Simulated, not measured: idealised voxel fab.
Process module under the name voxel self aligned contacts
This is section cut - it's 235 nm across, gridded in 5 nm square cells.
Cross-sections here: square-cell grids, written as top-down lists of bands, a band being one or more rows of cells.
What a band's entry tells you: where the top is and where the bottom is, as heights in nm, and after that what lies inside, material by material from left to right, each with its width in nm. Empty space is written as the word "blank", and a single material marked with the word "everywhere" occupies the band from edge to edge.
Height 0 is the level under which the wafer as received is all one material. The lowest band goes on downwards, as in "z 0 and below".
The expression "30 to 40" gives the width at the extremes of the band, the first number at its top row of cells and the second at its bottom row, with the width changing by equal amounts from each row to the next in between.
Reading "nothing changed" for a step: not a cell of the cross-section changed in it.
Closed empty spaces (no open way to the top) of 8 cells or more are what "Voids lacking openings" lists, each as width x height at distance from the left edge, nm for all three.
On each step's line, the part that comes after the settings is the simulator's own comment on the step.
Each step line may optionally specify "overlay nm", which for a step with a mask gives the rightward distance between the mask's planned place and where it lay, a negative value indicating the leftward direction.

Plan:
step 1: RECEIVE (material Si)
step 2: CONFORMAL_DEP (material SiO2; thk nm 5)
step 3: DIRECTIONAL_DEP (material polySi; thk nm 30)
step 4: DIRECTIONAL_DEP (material SiN; thk nm 20)
step 5: DIRECTIONAL_DEP (material aC; thk nm 15)
step 6: PATTERN (tone cover; mask id GATE; material resist; width nm 35; pitch nm 75; thk nm 30; overlay nm 0)
step 7: DIRECTIONAL_ETCH (etch materials aC; depth nm 15)
step 8: STRIP (etch materials resist)
step 9: DIRECTIONAL_ETCH (etch materials SiN; depth nm 20)
step 10: DIRECTIONAL_ETCH (etch materials polySi; depth nm 30)
step 11: STRIP (etch materials aC)
step 12: CONFORMAL_DEP (material SiN; thk nm 10)
step 13: DIRECTIONAL_ETCH (etch materials SiN; depth nm 10)
step 14: FILL_DEP (material SiO2; thk nm 20)
step 15: CMP (height nm 65)
step 16: DIRECTIONAL_DEP (material aC; thk nm 15)
step 17: PATTERN (tone open; mask id CONTACT; material resist; width nm 50; pitch nm 75; thk nm 35; overlay nm 0)
step 18: DIRECTIONAL_ETCH (etch materials aC; depth nm 15)
step 19: STRIP (etch materials resist)
step 20: DIRECTIONAL_ETCH (etch materials SiO2; depth nm 65)
step 21: STRIP (etch materials aC)
step 22: CONFORMAL_DEP (material TiN; thk nm 5)
step 23: FILL_DEP (material W; thk nm 10)
step 24: CMP (height nm 65)
step 25: CONFORMAL_DEP (material SiCN; thk nm 5)

Cross-section of the incoming wafer, state after step 1:
* z 0 and below  Si everywhere
* Voids lacking openings: none

Same starting wafer, same plan as above, one mistake in the execution; this is the cross-section at the end of the module:
* z 70 to 65  SiCN everywhere
* z 65 to 55  SiO2=55 / TiN=5 / W=115 / TiN=5 / SiO2=55
* z 55 to 50  SiO2=15 / TiN=45 / W=115 / TiN=45 / SiO2=15
* z 50 to 40  SiO2=15 / TiN=5 / W=195 / TiN=5 / SiO2=15
* z 40 to 35  SiO2=15 / TiN=50 / W=30 / TiN=45 / W=30 / TiN=50 / SiO2=15
* z 35 to 10  SiO2=15 / TiN=10 / polySi=35 / TiN=5 / W=30 / TiN=5 / polySi=35 / TiN=5 / W=30 / TiN=5 / polySi=35 / TiN=10 / SiO2=15
* z 10 to 5  SiO2=15 / TiN=10 / polySi=35 / TiN=15 / W=10 / TiN=15 / polySi=35 / TiN=15 / W=10 / TiN=15 / polySi=35 / TiN=10 / SiO2=15
* z 5 to 0  SiO2=70 / TiN=20 / SiO2=55 / TiN=20 / SiO2=70
* z 0 and below  Si everywhere
* Voids lacking openings: none
Want to know what went wrong? heads up, step 21 didn't go per plan, it actually ran as STRIP (etch materials SiN)
